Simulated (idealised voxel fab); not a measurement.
Presented below is a process module, voxel transistor to metal.
In the cross-section labelled cut, the width is 140 nm and each square cell is 5 nm.
Throughout this document, each cross-section is represented as a grid of square cells and is presented as a sequence of bands enumerated from the top downward, where a band comprises one or more rows of cells. The band entry comprises the height of the band's top followed by the height of its bottom, expressed in nm, and subsequently the band's materials from left to right, each stated together with its width in nm. Where a single material is marked with the word "everywhere", that material fills the band from edge to edge. The word "empty" represents empty space. Note: height 0 marks the level under which the wafer is uniformly one material as received. Lowest band unbounded below, written "0..down". Per-row width for "30..40": begins at first number (top row of band), ends at second number (bottom row), increment between rows held constant. No cell of the cross-section changed in a step that is given as "nothing altered". Closed empty spaces (no open way to the top) of 8 cells or more are what "Closed voids list" lists, each as width x height at distance from the left edge, nm for all three. Where a step's line continues beyond its settings, the continuation is a remark by the simulator itself on that step. Regarding "overlay nm": on a step with a mask, it is the distance the mask lay to the right of its planned place; a negative value places it to the left.

The following list gives the planned process steps
- 1: RECEIVE, material Si
- 2: OXIDIZE, depth nm 5
- 3: CONFORMAL_DEP, material SiN, thk nm 10
- 4: PATTERN, tone cover, mask id ACTIVE, material resist, width nm 105, thk nm 15, overlay nm 0
- 5: DIRECTIONAL_ETCH, etch materials SiN, depth nm 10
- 6: DIRECTIONAL_ETCH, etch materials SiO2, depth nm 5
- 7: DIRECTIONAL_ETCH, etch materials Si, depth nm 25
- 8: STRIP, etch materials resist
- 9: OXIDIZE, depth nm 5
- 10: FILL_DEP, material SiO2, thk nm 5
- 11: CMP, height nm 10
- 12: SELECTIVE_ETCH, etch materials SiO2, depth nm 10
- 13: STRIP, etch materials SiN
- 14: SELECTIVE_ETCH, etch materials SiO2, depth nm 5
- 15: OXIDIZE, depth nm 5
- 16: DIRECTIONAL_DEP, material polySi, thk nm 25
- 17: DIRECTIONAL_DEP, material SiCN, thk nm 15
- 18: PATTERN, tone cover, mask id GATE, material resist, width nm 15, thk nm 20, overlay nm 0
- 19: DIRECTIONAL_ETCH, etch materials SiCN, depth nm 25
- 20: DIRECTIONAL_ETCH, etch materials polySi, depth nm 35
- 21: STRIP, etch materials resist
- 22: CONFORMAL_DEP, material SiO2, thk nm 5
- 23: DIRECTIONAL_ETCH, etch materials SiO2, depth nm 5
- 24: CONFORMAL_DEP, material SiN, thk nm 5
- 25: DIRECTIONAL_ETCH, etch materials SiN, depth nm 5
- 26: DIRECTIONAL_ETCH, etch materials SiO2, depth nm 5
- 27: DIRECTIONAL_ETCH, etch materials Si, depth nm 10
- 28: EPI, material SiGe, thk nm 10
- 29: FILL_DEP, material SiO2, thk nm 10
- 30: CMP, height nm 35
- 31: DIRECTIONAL_DEP, material SiO2, thk nm 15
- 32: MASKED_ETCH, tone open, mask id CONTACT, width nm 20, pitch nm 75, etch materials SiO2, depth nm 60, overlay nm 0
- 33: CONFORMAL_DEP, material TiN, thk nm 5
- 34: FILL_DEP, material W, thk nm 5
- 35: CMP, height nm 50
- 36: CONFORMAL_DEP, material SiN, thk nm 5
- 37: DIRECTIONAL_DEP, material SiO2, thk nm 25
- 38: MASKED_ETCH, tone open, mask id METAL_1, width nm 20, pitch nm 75, etch materials SiO2, depth nm 25, overlay nm 0
- 39: MASKED_ETCH, tone open, mask id METAL_1, width nm 20, pitch nm 75, etch materials SiN, depth nm 5, overlay nm 0
- 40: CONFORMAL_DEP, material TiN, thk nm 5
- 41: FILL_DEP, material Cu, thk nm 10
- 42: CMP, height nm 80
- 43: CONFORMAL_DEP, material SiCN, thk nm 5
- 44: DIRECTIONAL_DEP, material SiO2, thk nm 35
- 45: MASKED_ETCH, tone open, mask id METAL_2_HOLES, width nm 15, pitch nm 75, etch materials SiO2, depth nm 35, overlay nm 0
- 46: DIRECTIONAL_DEP, material aC, thk nm 15
- 47: PATTERN, tone open, mask id METAL_2, material resist, width nm 20, pitch nm 75, thk nm 35, overlay nm 0
- 48: DIRECTIONAL_ETCH, etch materials aC, depth nm 15
- 49: STRIP, etch materials resist
- 50: DIRECTIONAL_ETCH, etch materials SiO2, depth nm 20
- 51: DIRECTIONAL_ETCH, etch materials SiCN, depth nm 5
- 52: STRIP, etch materials aC
- 53: CONFORMAL_DEP, material TiN, thk nm 5
- 54: FILL_DEP, material Ru, thk nm 10
- 55: CMP, height nm 120
- 56: CONFORMAL_DEP, material SiN, thk nm 5

Cross-section of the wafer as it came to us, i.e., already through step 1
- 0..down: Si everywhere
- Closed voids list: none

Wafer cross-section at end of module: start and plan as shown above, one execution error
- 125..120: SiN everywhere
- 120..105: 20 of SiO2; 5 of TiN; 10 of Ru; 5 of TiN; 55 of SiO2; 5 of TiN; 10 of Ru; 5 of TiN; 25 of SiO2
- 105..100: 20 of SiO2; 5 of TiN; 5 of Ru; 10 of TiN; 55 of SiO2; 5 of TiN; 5 of Ru; 10 of TiN; 25 of SiO2
- 100..85: 20 of SiO2; 5 of TiN; 5 of Ru; 5 of TiN; 60 of SiO2; 5 of TiN; 5 of Ru; 5 of TiN; 30 of SiO2
- 85..80: 20 of SiCN; 15 of TiN; 60 of SiCN; 15 of TiN; 30 of SiCN
- 80..55: 25 of SiO2; 5 of TiN; 5 of Cu; 5 of TiN; 60 of SiO2; 5 of TiN; 5 of Cu; 5 of TiN; 25 of SiO2
- 55..50: 25 of SiN; 15 of TiN; 60 of SiN; 15 of TiN; 25 of SiN
- 50..35: 20 of SiO2; 5 of TiN; 10 of W; 5 of TiN; 55 of SiO2; 5 of TiN; 10 of W; 5 of TiN; 25 of SiO2
- 35..20: 20 of SiO2; 5 of TiN; 10 of W; 5 of TiN; 10 of SiO2; 5 of SiN; 5 of SiO2; 15 of SiCN; 5 of SiO2; 5 of SiN; 10 of SiO2; 5 of TiN; 10 of W; 5 of TiN; 25 of SiO2
- 20..0: 20 of SiO2; 5 of TiN; 10 of W; 5 of TiN; 10 of SiO2; 5 of SiN; 5 of SiO2; 15 of polySi; 5 of SiO2; 5 of SiN; 10 of SiO2; 5 of TiN; 10 of W; 5 of TiN; 25 of SiO2
- 0..-5: 20 of SiO2; 5 of TiN; 10 of W; 5 of TiN; 10 of SiGe; 5 of SiN; 5 of SiO2; 15 of polySi; 5 of SiO2; 5 of SiN; 10 of SiGe; 5 of TiN; 10 of W; 5 of TiN; 25 of SiO2
- -5..-10: 20 of SiO2; 20 of TiN; 10 of SiGe; 35 of SiO2; 10 of SiGe; 20 of TiN; 25 of SiO2
- -10..-20: 20 of SiO2; 30 of SiGe; 35 of Si; 30 of SiGe; 25 of SiO2
- -20..-35: 20 of SiO2; 95 of Si; 25 of SiO2
- -35..down: Si everywhere
- Closed voids list: none
What was done differently from what was planned? step 38 changed vs plan, executed as MASKED_ETCH, tone open, mask id METAL_1, width nm 15, pitch nm 75, etch materials SiO2, depth nm 25, overlay nm 0
